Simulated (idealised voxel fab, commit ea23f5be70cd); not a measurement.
process module | voxel transistor to metal
cross-section cut | 215 nm wide | cells 5 nm
A cross-section is a grid of square cells, given in bands from the top down. A band is one or more rows of cells.
Each band's line starts with the height of the band's top and of its bottom, in nm. Then come its materials from left to right, each with its width in nm. One material with "throughout" fills the band from edge to edge. "air" is empty space.
Height 0 is the level under which the wafer as received is all one material. The lowest band goes on downwards, as in "0 down".
A width such as "30 to 40" changes by the same amount from each row of cells to the next, from the band's top row to its bottom row.
"no change" after a step means that no cell of the cross-section changed.
closed voids: empty space of 8 cells or more with no open way to the top, each as width x height at its distance from the left edge, in nm
after a step's settings: what the simulator itself notes on the step
overlay nm, on a step with a mask: how far to the right of its planned place the mask lay; to the left if negative
Each pair below shows a cross-section before one step and the cross-section after it, down to the lowest band that changed. The line under each pair gives the step between them, with its settings. The pairs can come from different runs of this module on the same starting wafer, so a pair continues from the pair above only where its "before" says so.
before
  50 to 30: air 90 | resist 15 | air 110
  30 to 25: air 90 | SiCN 15 | air 110
  25 to 20: polySi 50 | air 40 | SiCN 15 | air 60 | polySi 50
  20 to 0: polySi throughout
  0 to -5: SiO2 50 | polySi 115 | SiO2 50
  -5 to -10: SiO2 throughout
  -10 to -35: SiO2 60 | Si 95 | SiO2 60
  -35 down: Si throughout
  closed voids: none
after
  50 to 30: air 90 | resist 15 | air 110
  30 to 20: air 90 | SiCN 15 | air 110
  20 to 0: air 90 | polySi 15 | air 110
  0 to -5: SiO2 50 | air 40 | polySi 15 | air 60 | SiO2 50
  below -5: unchanged
  closed voids: none
the step between: op DIRECTIONAL_ETCH | etch materials polySi | depth nm 35
before: the cross-section after the pair above
after
  30 to 20: air 90 | SiCN 15 | air 110
  below 20: unchanged
  closed voids: none
the step between: op STRIP | etch materials resist
before: the cross-section after the pair above
after
  35 to 30: air 85 | SiO2 25 | air 105
  30 to 20: air 85 | SiO2 5 | SiCN 15 | SiO2 5 | air 105
  20 to 5: air 85 | SiO2 5 | polySi 15 | SiO2 5 | air 105
  5 to 0: SiO2 55 | air 30 | SiO2 5 | polySi 15 | SiO2 5 | air 50 | SiO2 55
  0 to -5: SiO2 90 | polySi 15 | SiO2 110
  below -5: unchanged
  closed voids: none
the step between: op CONFORMAL_DEP | material SiO2 | thk nm 5
before: the cross-section after the pair above
after
  30 to 20: air 85 | SiO2 5 | SiCN 15 | SiO2 5 | air 105
  20 to 0: air 85 | SiO2 5 | polySi 15 | SiO2 5 | air 105
  0 to -5: SiO2 55 | air 30 | SiO2 5 | polySi 15 | SiO2 5 | air 50 | SiO2 55
  below -5: unchanged
  closed voids: none
the step between: op DIRECTIONAL_ETCH | etch materials SiO2 | depth nm 5
before: the cross-section after the pair above
after
  40 to 30: air 75 | SiN 45 | air 95
  30 to 20: air 75 | SiN 10 | SiO2 5 | SiCN 15 | SiO2 5 | SiN 10 | air 95
  20 to 10: air 75 | SiN 10 | SiO2 5 | polySi 15 | SiO2 5 | SiN 10 | air 95
  10 to 5: SiN 65 | air 10 | SiN 10 | SiO2 5 | polySi 15 | SiO2 5 | SiN 10 | air 30 | SiN 65
  5 to 0: SiN 85 | SiO2 5 | polySi 15 | SiO2 5 | SiN 105
  0 to -5: SiO2 55 | SiN 30 | SiO2 5 | polySi 15 | SiO2 5 | SiN 50 | SiO2 55
  below -5: unchanged
  closed voids: none
the step between: op CONFORMAL_DEP | material SiN | thk nm 10
before: the cross-section after the pair above
after
  30 to 20: air 75 | SiN 10 | SiO2 5 | SiCN 15 | SiO2 5 | SiN 10 | air 95
  20 to 0: air 75 | SiN 10 | SiO2 5 | polySi 15 | SiO2 5 | SiN 10 | air 95
  0 to -5: SiO2 55 | SiN 10 | air 10 | SiN 10 | SiO2 5 | polySi 15 | SiO2 5 | SiN 10 | air 30 | SiN 10 | SiO2 55
  below -5: unchanged
  closed voids: none
the step between: op DIRECTIONAL_ETCH | etch materials SiN | depth nm 10
before: the cross-section after the pair above
after
  30 to 25: air 75 | SiN 10 | air 5 | SiCN 15 | air 5 | SiN 10 | air 95
  25 to 20: air 75 | SiN 10 | SiO2 5 | SiCN 15 | SiO2 5 | SiN 10 | air 95
  20 to 0: air 75 | SiN 10 | SiO2 5 | polySi 15 | SiO2 5 | SiN 10 | air 95
  0 to -5: air 55 | SiN 10 | air 10 | SiN 10 | SiO2 5 | polySi 15 | SiO2 5 | SiN 10 | air 30 | SiN 10 | air 55
  -5 to -10: SiO2 65 | air 10 | SiO2 45 | air 30 | SiO2 65
  below -10: unchanged
  closed voids: none
the step between: op DIRECTIONAL_ETCH | etch materials SiO2 | depth nm 5
before: the cross-section after the pair above
after
  30 to 25: air 75 | SiN 10 | air 5 | SiCN 15 | air 5 | SiN 10 | air 95
  25 to 20: air 75 | SiN 10 | SiO2 5 | SiCN 15 | SiO2 5 | SiN 10 | air 95
  20 to 0: air 75 | SiN 10 | SiO2 5 | polySi 15 | SiO2 5 | SiN 10 | air 95
  0 to -5: air 55 | SiN 10 | air 10 | SiN 10 | SiO2 5 | polySi 15 | SiO2 5 | SiN 10 | air 30 | SiN 10 | air 55
  -5 to -10: SiO2 65 | air 10 | SiO2 45 | air 30 | SiO2 65
  -10 to -15: SiO2 60 | Si 5 | air 10 | Si 45 | air 30 | Si 5 | SiO2 60
  below -15: unchanged
  closed voids: none
the step between: op DIRECTIONAL_ETCH | etch materials Si | depth nm 5
before: the cross-section after the pair above
after
  30 to 25: air 75 | SiN 10 | air 5 | SiCN 15 | air 5 | SiN 10 | air 95
  25 to 20: air 75 | SiN 10 | SiO2 5 | SiCN 15 | SiO2 5 | SiN 10 | air 95
  20 to 0: air 75 | SiN 10 | SiO2 5 | polySi 15 | SiO2 5 | SiN 10 | air 95
  0 to -5: air 55 | SiN 10 | nSi 10 | SiN 10 | SiO2 5 | polySi 15 | SiO2 5 | SiN 10 | nSi 10 | air 10 | nSi 10 | SiN 10 | air 55
  -5 to -10: SiO2 65 | nSi 10 | SiO2 45 | nSi 30 | SiO2 65
  -10 to -15: SiO2 60 | Si 5 | nSi 10 | Si 45 | nSi 30 | Si 5 | SiO2 60
  below -15: unchanged
  closed voids: none
the step between: op EPI | material nSi | thk nm 10
before: the cross-section after the pair above
after
  40 to 30: SiO2 throughout
  30 to 20: SiO2 75 | SiN 10 | SiO2 5 | SiCN 15 | SiO2 5 | SiN 10 | SiO2 95
  20 to 0: SiO2 75 | SiN 10 | SiO2 5 | polySi 15 | SiO2 5 | SiN 10 | SiO2 95
  0 to -5: SiO2 55 | SiN 10 | nSi 10 | SiN 10 | SiO2 5 | polySi 15 | SiO2 5 | SiN 10 | nSi 10 | SiO2 10 | nSi 10 | SiN 10 | SiO2 55
  below -5: unchanged
  closed voids: none
the step between: op FILL_DEP | material SiO2 | thk nm 10
before: the cross-section after the pair above
after
  30 to 20: SiO2 75 | SiN 10 | SiO2 5 | SiCN 15 | SiO2 5 | SiN 10 | SiO2 95
  below 20: unchanged
  closed voids: none
the step between: op CMP | height nm 30
before: the cross-section after the pair above
after
  40 to 30: SiO2 throughout
  below 30: unchanged
  closed voids: none
the step between: op DIRECTIONAL_DEP | material SiO2 | thk nm 10
before: the cross-section after the pair above
after
  40 to 30: SiO2 60 | air 20 | SiO2 55 | air 20 | SiO2 60
  30 to 20: SiO2 60 | air 15 | SiN 10 | SiO2 5 | SiCN 15 | SiO2 5 | SiN 10 | SiO2 15 | air 20 | SiO2 60
  20 to 0: SiO2 60 | air 15 | SiN 10 | SiO2 5 | polySi 15 | SiO2 5 | SiN 10 | SiO2 15 | air 20 | SiO2 60
  below 0: unchanged
  closed voids: none
the step between: op MASKED_ETCH | tone open | mask id CONTACT | width nm 20 | pitch nm 75 | etch materials SiO2 | depth nm 40 | overlay nm 0
before: the cross-section after the pair above
after
  45 to 40: TiN 65 | air 10 | TiN 65 | air 10 | TiN 65
  40 to 30: SiO2 60 | TiN 5 | air 10 to 5 | TiN 5 to 10 | SiO2 55 | TiN 5 | air 10 | TiN 5 | SiO2 60
  30 to 20: SiO2 60 | TiN 5 | air 5 | TiN 5 | SiN 10 | SiO2 5 | SiCN 15 | SiO2 5 | SiN 10 | SiO2 15 | TiN 5 | air 10 | TiN 5 | SiO2 60
  20 to 5: SiO2 60 | TiN 5 | air 5 | TiN 5 | SiN 10 | SiO2 5 | polySi 15 | SiO2 5 | SiN 10 | SiO2 15 | TiN 5 | air 10 | TiN 5 | SiO2 60
  5 to 0: SiO2 60 | TiN 15 | SiN 10 | SiO2 5 | polySi 15 | SiO2 5 | SiN 10 | SiO2 15 | TiN 20 | SiO2 60
  below 0: unchanged
  closed voids: none
the step between: op CONFORMAL_DEP | material TiN | thk nm 5
before: the cross-section after the pair above
after
  55 to 45: W throughout
  45 to 40: TiN 65 | W 10 | TiN 65 | W 10 | TiN 65
  40 to 30: SiO2 60 | TiN 5 | W 10 to 5 | TiN 5 to 10 | SiO2 55 | TiN 5 | W 10 | TiN 5 | SiO2 60
  30 to 20: SiO2 60 | TiN 5 | W 5 | TiN 5 | SiN 10 | SiO2 5 | SiCN 15 | SiO2 5 | SiN 10 | SiO2 15 | TiN 5 | W 10 | TiN 5 | SiO2 60
  20 to 5: SiO2 60 | TiN 5 | W 5 | TiN 5 | SiN 10 | SiO2 5 | polySi 15 | SiO2 5 | SiN 10 | SiO2 15 | TiN 5 | W 10 | TiN 5 | SiO2 60
  below 5: unchanged
  closed voids: none
the step between: op FILL_DEP | material W | thk nm 10
before: the cross-section after the pair above
after
  40 to 30: SiO2 60 | TiN 5 | W 10 to 5 | TiN 5 to 10 | SiO2 55 | TiN 5 | W 10 | TiN 5 | SiO2 60
  below 30: unchanged
  closed voids: none
the step between: op CMP | height nm 40
before: the cross-section after the pair above
after
  45 to 40: TiN throughout
  below 40: unchanged
  closed voids: none
the step between: op DIRECTIONAL_DEP | material TiN | thk nm 5
before: the cross-section after the pair above
after
  60 to 45: W throughout
  below 45: unchanged
  closed voids: none
the step between: op DIRECTIONAL_DEP | material W | thk nm 15
before: the cross-section after the pair above
after
  60 to 45: air 60 | W 20 | air 55 | W 20 | air 60
  below 45: unchanged
  closed voids: none
the step between: op MASKED_ETCH | tone cover | mask id METAL_1 | width nm 20 | pitch nm 75 | etch materials W | depth nm 15 | overlay nm 0
before: the cross-section after the pair above
after
  60 to 45: air 60 | W 20 | air 55 | W 20 | air 60
  45 to 40: air 60 | TiN 20 | air 55 | TiN 20 | air 60
  below 40: unchanged
  closed voids: none
the step between: op MASKED_ETCH | tone cover | mask id METAL_1 | width nm 20 | pitch nm 75 | etch materials TiN | depth nm 5 | overlay nm 0
before: the cross-section after the pair above
after
  65 to 60: air 55 | SiN 30 | air 45 | SiN 30 | air 55
  60 to 45: air 55 | SiN 5 | W 20 | SiN 5 | air 45 | SiN 5 | W 20 | SiN 5 | air 55
  45 to 40: SiN 60 | TiN 20 | SiN 55 | TiN 20 | SiN 60
  below 40: unchanged
  closed voids: none
the step between: op CONFORMAL_DEP | material SiN | thk nm 5
before: the cross-section after the pair above
after
  75 to 65: lowk throughout
  65 to 60: lowk 55 | SiN 30 | lowk 45 | SiN 30 | lowk 55
  60 to 45: lowk 55 | SiN 5 | W 20 | SiN 5 | lowk 45 | SiN 5 | W 20 | SiN 5 | lowk 55
  below 45: unchanged
  closed voids: none
the step between: op FILL_DEP | material lowk | thk nm 10
before: the cross-section after the pair above
after
  60 to 45: lowk 55 | SiN 5 | W 20 | SiN 5 | lowk 45 | SiN 5 | W 20 | SiN 5 | lowk 55
  below 45: unchanged
  closed voids: none
the step between: op CMP | height nm 60
before: the cross-section after the pair above
after
  65 to 60: SiCN throughout
  below 60: unchanged
  closed voids: none
the step between: op CONFORMAL_DEP | material SiCN | thk nm 5
before: the cross-section after the pair above
after
  100 to 65: SiO2 throughout
  below 65: unchanged
  closed voids: none
the step between: op DIRECTIONAL_DEP | material SiO2 | thk nm 35
before: the cross-section after the pair above
after
  120 to 100: resist 60 | air 15 | resist 60 | air 15 | resist 65
  below 100: unchanged
  closed voids: none
the step between: op PATTERN | tone open | mask id METAL_2_HOLES | material resist | width nm 15 | pitch nm 75 | thk nm 20 | overlay nm 0
before: the cross-section after the pair above
after
  120 to 100: resist 60 | air 15 | resist 60 | air 15 | resist 65
  100 to 65: SiO2 60 | air 15 | SiO2 60 | air 15 | SiO2 65
  below 65: unchanged
  closed voids: none
the step between: op DIRECTIONAL_ETCH | etch materials SiO2 | depth nm 35
before: the cross-section after the pair above
after
  100 to 65: SiO2 60 | air 15 | SiO2 60 | air 15 | SiO2 65
  below 65: unchanged
  closed voids: none
the step between: op STRIP | etch materials resist
before: the cross-section after the pair above
after
  115 to 100: aC 60 | air 15 | aC 60 | air 15 | aC 65
  100 to 80: SiO2 60 | air 15 | SiO2 60 | air 15 | SiO2 65
  80 to 65: SiO2 60 | aC 15 | SiO2 60 | aC 15 | SiO2 65
  below 65: unchanged
  closed voids: none
the step between: op DIRECTIONAL_DEP | material aC | thk nm 15
before: the cross-section after the pair above
after
  145 to 115: resist 60 | air 20 | resist 55 | air 20 | resist 60
  below 115: unchanged
  closed voids: none
the step between: op PATTERN | tone open | mask id METAL_2 | material resist | width nm 20 | pitch nm 75 | thk nm 30 | overlay nm 0
before: the cross-section after the pair above
after
  130 to 115: resist 60 | air 20 | resist 55 | air 20 | resist 60
  115 to 100: aC 60 | air 20 | aC 55 | air 20 | aC 60
  100 to 65: SiO2 60 | air 15 | SiO2 60 | air 15 | SiO2 65
  below 65: unchanged
  closed voids: none
the step between: op DIRECTIONAL_ETCH | etch materials aC | depth nm 15
before: the cross-section after the pair above
after
  115 to 100: aC 60 | air 20 | aC 55 | air 20 | aC 60
  below 100: unchanged
  closed voids: none
the step between: op STRIP | etch materials resist
before: the cross-section after the pair above
after
  115 to 100: aC 60 | air 20 | aC 55 | air 20 | aC 60
  100 to 80: SiO2 60 | air 20 | SiO2 55 | air 20 | SiO2 60
  below 80: unchanged
  closed voids: none
the step between: op DIRECTIONAL_ETCH | etch materials SiO2 | depth nm 20
before: the cross-section after the pair above
after
  115 to 100: aC 60 | air 20 | aC 55 | air 20 | aC 60
  100 to 80: SiO2 60 | air 20 | SiO2 55 | air 20 | SiO2 60
  80 to 65: SiO2 60 | air 15 | SiO2 60 | air 15 | SiO2 65
  65 to 60: SiCN 60 | air 15 | SiCN 60 | air 15 | SiCN 65
  below 60: unchanged
  closed voids: none
the step between: op DIRECTIONAL_ETCH | etch materials SiCN | depth nm 5
before: the cross-section after the pair above
after
  100 to 80: SiO2 60 | air 20 | SiO2 55 | air 20 | SiO2 60
  below 80: unchanged
  closed voids: none
the step between: op STRIP | etch materials aC
before: the cross-section after the pair above
after
  105 to 100: TiN 65 | air 10 | TiN 65 | air 10 | TiN 65
  100 to 85: SiO2 60 | TiN 5 | air 10 | TiN 5 | SiO2 55 | TiN 5 | air 10 | TiN 5 | SiO2 60
  85 to 80: SiO2 60 | TiN 5 | air 5 | TiN 10 | SiO2 55 | TiN 5 | air 5 | TiN 10 | SiO2 60
  80 to 65: SiO2 60 | TiN 5 | air 5 | TiN 5 | SiO2 60 | TiN 5 | air 5 | TiN 5 | SiO2 65
  65 to 60: SiCN 60 | TiN 15 | SiCN 60 | TiN 15 | SiCN 65
  below 60: unchanged
  closed voids: none
the step between: op CONFORMAL_DEP | material TiN | thk nm 5
before: the cross-section after the pair above
after
  115 to 105: Ru throughout
  105 to 100: TiN 65 | Ru 10 | TiN 65 | Ru 10 | TiN 65
  100 to 85: SiO2 60 | TiN 5 | Ru 10 | TiN 5 | SiO2 55 | TiN 5 | Ru 10 | TiN 5 | SiO2 60
  85 to 80: SiO2 60 | TiN 5 | Ru 5 | TiN 10 | SiO2 55 | TiN 5 | Ru 5 | TiN 10 | SiO2 60
  80 to 65: SiO2 60 | TiN 5 | Ru 5 | TiN 5 | SiO2 60 | TiN 5 | Ru 5 | TiN 5 | SiO2 65
  below 65: unchanged
  closed voids: none
the step between: op FILL_DEP | material Ru | thk nm 10
before: the cross-section after the pair above
after
  100 to 85: SiO2 60 | TiN 5 | Ru 10 | TiN 5 | SiO2 55 | TiN 5 | Ru 10 | TiN 5 | SiO2 60
  below 85: unchanged
  closed voids: none
the step between: op CMP | height nm 100
before: the cross-section after the pair above
after
  105 to 100: SiN throughout
  below 100: unchanged
  closed voids: none
the step between: op CONFORMAL_DEP | material SiN | thk nm 5
before
  100 to 85: SiO2 60 | TiN 5 | Ru 10 | TiN 5 | SiO2 55 | TiN 5 | Ru 10 | TiN 5 | SiO2 60
  85 to 80: SiO2 60 | TiN 5 | Ru 5 | TiN 10 | SiO2 55 | TiN 5 | Ru 5 | TiN 10 | SiO2 60
  80 to 65: SiO2 60 | TiN 5 | Ru 5 | TiN 5 | SiO2 60 | TiN 5 | Ru 5 | TiN 5 | SiO2 65
  65 to 60: SiCN 60 | TiN 15 | SiCN 60 | TiN 15 | SiCN 65
  60 to 45: lowk 55 | SiN 5 | W 20 | SiN 5 | lowk 45 | SiN 5 | W 20 | SiN 5 | lowk 55
  45 to 40: SiN 60 | TiN 20 | SiN 55 | TiN 20 | SiN 60
  40 to 30: SiO2 60 | TiN 5 | W 10 | TiN 5 | SiO2 55 | TiN 5 | W 10 | TiN 5 | SiO2 60
  30 to 20: SiO2 60 | TiN 5 | W 10 | TiN 5 | SiO2 5 | SiN 10 | SiO2 5 | SiCN 15 | SiO2 5 | SiN 10 | SiO2 5 | TiN 5 | W 10 | TiN 5 | SiO2 60
  20 to 5: SiO2 60 | TiN 5 | W 10 | TiN 5 | SiO2 5 | SiN 10 | SiO2 5 | polySi 15 | SiO2 5 | SiN 10 | SiO2 5 | TiN 5 | W 10 | TiN 5 | SiO2 60
  5 to 0: SiO2 60 | TiN 20 | SiO2 5 | SiN 10 | SiO2 5 | polySi 15 | SiO2 5 | SiN 10 | SiO2 5 | TiN 20 | SiO2 60
  0 to -5: SiO2 55 | SiN 10 | nSi 20 | SiN 10 | SiO2 5 | polySi 15 | SiO2 5 | SiN 10 | nSi 20 | SiN 10 | SiO2 55
  -5 to -10: SiO2 65 | nSi 20 | SiO2 45 | nSi 20 | SiO2 65
  -10 to -15: SiO2 60 | Si 5 | nSi 20 | Si 45 | nSi 20 | Si 5 | SiO2 60
  -15 to -35: SiO2 60 | Si 95 | SiO2 60
  -35 down: Si throughout
  closed voids: none
after
  105 to 100: W throughout
  below 100: unchanged
  closed voids: none
the step between: op CONFORMAL_DEP | material W | thk nm 5
before
  115 to 100: aC 60 | air 15 | aC 60 | air 15 | aC 65
  100 to 80: SiO2 60 | air 15 | SiO2 60 | air 15 | SiO2 65
  80 to 65: SiO2 60 | aC 15 | SiO2 60 | aC 15 | SiO2 65
  65 to 60: SiCN throughout
  60 to 45: lowk 55 | SiN 5 | W 20 | SiN 5 | lowk 45 | SiN 5 | W 20 | SiN 5 | lowk 55
  45 to 40: SiN 60 | TiN 20 | SiN 55 | TiN 20 | SiN 60
  40 to 30: SiO2 60 | TiN 5 | W 10 | TiN 5 | SiO2 55 | TiN 5 | W 10 | TiN 5 | SiO2 60
  30 to 20: SiO2 60 | TiN 5 | W 10 | TiN 5 | SiO2 5 | SiN 10 | SiO2 5 | SiCN 15 | SiO2 5 | SiN 10 | SiO2 5 | TiN 5 | W 10 | TiN 5 | SiO2 60
  20 to 5: SiO2 60 | TiN 5 | W 10 | TiN 5 | SiO2 5 | SiN 10 | SiO2 5 | polySi 15 | SiO2 5 | SiN 10 | SiO2 5 | TiN 5 | W 10 | TiN 5 | SiO2 60
  5 to 0: SiO2 60 | TiN 20 | SiO2 5 | SiN 10 | SiO2 5 | polySi 15 | SiO2 5 | SiN 10 | SiO2 5 | TiN 20 | SiO2 60
  0 to -5: SiO2 55 | SiN 10 | nSi 20 | SiN 10 | SiO2 5 | polySi 15 | SiO2 5 | SiN 10 | nSi 20 | SiN 10 | SiO2 55
  -5 to -10: SiO2 65 | nSi 20 | SiO2 45 | nSi 20 | SiO2 65
  -10 to -15: SiO2 60 | Si 5 | nSi 20 | Si 45 | nSi 20 | Si 5 | SiO2 60
  -15 to -35: SiO2 60 | Si 95 | SiO2 60
  -35 down: Si throughout
  closed voids: none
after
  145 to 115: air 60 | resist 20 | air 55 | resist 20 | air 60
  115 to 100: aC 60 | resist 15 | aC 60 | resist 15 | aC 65
  100 to 80: SiO2 60 | resist 15 | SiO2 60 | resist 15 | SiO2 65
  below 80: unchanged
  closed voids: none
the step between: op PATTERN | tone cover | mask id METAL_2 | material resist | width nm 20 | pitch nm 75 | thk nm 30 | overlay nm 0
before: the cross-section after the pair above
after
  130 to 115: air 60 | resist 20 | air 55 | resist 20 | air 60
  115 to 100: air 60 | resist 15 | aC 5 | air 55 | resist 15 | aC 5 | air 60
  below 100: unchanged
  closed voids: none
the step between: op DIRECTIONAL_ETCH | etch materials aC | depth nm 15
before: the cross-section after the pair above
after
  115 to 100: air 75 | aC 5 | air 70 | aC 5 | air 60
  100 to 80: SiO2 60 | air 15 | SiO2 60 | air 15 | SiO2 65
  below 80: unchanged
  closed voids: none
the step between: op STRIP | etch materials resist
before: the cross-section after the pair above
after
  115 to 100: air 75 | aC 5 | air 70 | aC 5 | air 60
  100 to 80: air 75 | SiO2 5 | air 70 | SiO2 5 | air 60
  below 80: unchanged
  closed voids: none
the step between: op DIRECTIONAL_ETCH | etch materials SiO2 | depth nm 20
before: the cross-section after the pair above
after
  100 to 80: air 75 | SiO2 5 | air 70 | SiO2 5 | air 60
  80 to 65: SiO2 60 | air 15 | SiO2 60 | air 15 | SiO2 65
  below 65: unchanged
  closed voids: none
the step between: op STRIP | etch materials aC
before: the cross-section after the pair above
after
  105 to 100: air 70 | TiN 15 | air 60 | TiN 15 | air 55
  100 to 85: air 70 | TiN 5 | SiO2 5 | TiN 5 | air 60 | TiN 5 | SiO2 5 | TiN 5 | air 55
  85 to 80: TiN 65 | air 5 | TiN 5 | SiO2 5 | TiN 60 | air 5 | TiN 5 | SiO2 5 | TiN 60
  80 to 70: SiO2 60 | TiN 5 | air 5 | TiN 5 | SiO2 60 | TiN 5 | air 5 | TiN 5 | SiO2 65
  70 to 65: SiO2 60 | TiN 15 | SiO2 60 | TiN 15 | SiO2 65
  below 65: unchanged
  closed voids: none
the step between: op CONFORMAL_DEP | material TiN | thk nm 5
before: the cross-section after the pair above
after
  115 to 105: Ru throughout
  105 to 100: Ru 70 | TiN 15 | Ru 60 | TiN 15 | Ru 55
  100 to 85: Ru 70 | TiN 5 | SiO2 5 | TiN 5 | Ru 60 | TiN 5 | SiO2 5 | TiN 5 | Ru 55
  85 to 80: TiN 65 | Ru 5 | TiN 5 | SiO2 5 | TiN 60 | Ru 5 | TiN 5 | SiO2 5 | TiN 60
  80 to 70: SiO2 60 | TiN 5 | Ru 5 | TiN 5 | SiO2 60 | TiN 5 | Ru 5 | TiN 5 | SiO2 65
  below 70: unchanged
  closed voids: none
the step between: op FILL_DEP | material Ru | thk nm 10
before: the cross-section after the pair above
after
  100 to 85: Ru 70 | TiN 5 | SiO2 5 | TiN 5 | Ru 60 | TiN 5 | SiO2 5 | TiN 5 | Ru 55
  below 85: unchanged
  closed voids: none
the step between: op CMP | height nm 100
before: the cross-section after the pair above
after
  105 to 100: SiN throughout
  below 100: unchanged
  closed voids: none
the step between: op CONFORMAL_DEP | material SiN | thk nm 5
